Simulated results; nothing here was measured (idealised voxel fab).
process module | voxel lift off
cross-section cut | 165 nm wide | cells 5 nm
A cross-section is a grid of square cells, given in bands from the top down. A band is one or more rows of cells.
Each band's line starts with the height of the band's top and of its bottom, in nm. Then come its materials from left to right, each with its width in nm. One material with "throughout" fills the band from edge to edge. "air" is empty space.
Height 0 is the level under which the wafer as received is all one material. The lowest band goes on downwards, as in "0 down".
A width such as "30 to 40" changes by the same amount from each row of cells to the next, from the band's top row to its bottom row.
"no change" after a step means that no cell of the cross-section changed.
closed voids: empty space of 8 cells or more with no open way to the top, each as width x height at its distance from the left edge, in nm
after a step's settings: what the simulator itself notes on the step
overlay nm, on a step with a mask: how far to the right of its planned place the mask lay; to the left if negative
plan
1 op RECEIVE | material Si
2 op CONFORMAL_DEP | material SiO2 | thk nm 10
3 op PATTERN | tone open | mask id LINES | material resist | width nm 15 | pitch nm 30 | thk nm 25 | overlay nm 0
4 op DIRECTIONAL_DEP | material Ru | thk nm 15
5 op STRIP | etch materials resist
6 op CONFORMAL_DEP | material SiO2 | thk nm 5
as received, after step 1
  0 down: Si throughout
  closed voids: none
first wafer at the end, as planned
  30 to 25: air 25 | SiO2 25 | air 5 | SiO2 25 | air 5 | SiO2 25 | air 5 | SiO2 25 | air 25
  25 to 15: air 25 | SiO2 5 | Ru 15 | SiO2 5 | air 5 | SiO2 5 | Ru 15 | SiO2 5 | air 5 | SiO2 5 | Ru 15 | SiO2 5 | air 5 | SiO2 5 | Ru 15 | SiO2 5 | air 25
  15 to 10: SiO2 30 | Ru 15 | SiO2 15 | Ru 15 | SiO2 15 | Ru 15 | SiO2 15 | Ru 15 | SiO2 30
  10 to 0: SiO2 throughout
  0 down: Si throughout
  closed voids: none
second wafer at the end: like start, like plan, one mistake
  20 to 15: air 25 | SiO2 25 | air 5 | SiO2 25 | air 5 | SiO2 25 | air 5 | SiO2 25 | air 25
  15 to 10: SiO2 30 | Ru 15 | SiO2 15 | Ru 15 | SiO2 15 | Ru 15 | SiO2 15 | Ru 15 | SiO2 30
  10 to 0: SiO2 throughout
  0 down: Si throughout
  closed voids: none
what went wrong: step 4 ran as: op DIRECTIONAL_DEP | material Ru | thk nm 5
at the end the second wafer has, in cells: 24 fewer of Ru | 16 fewer of SiO2
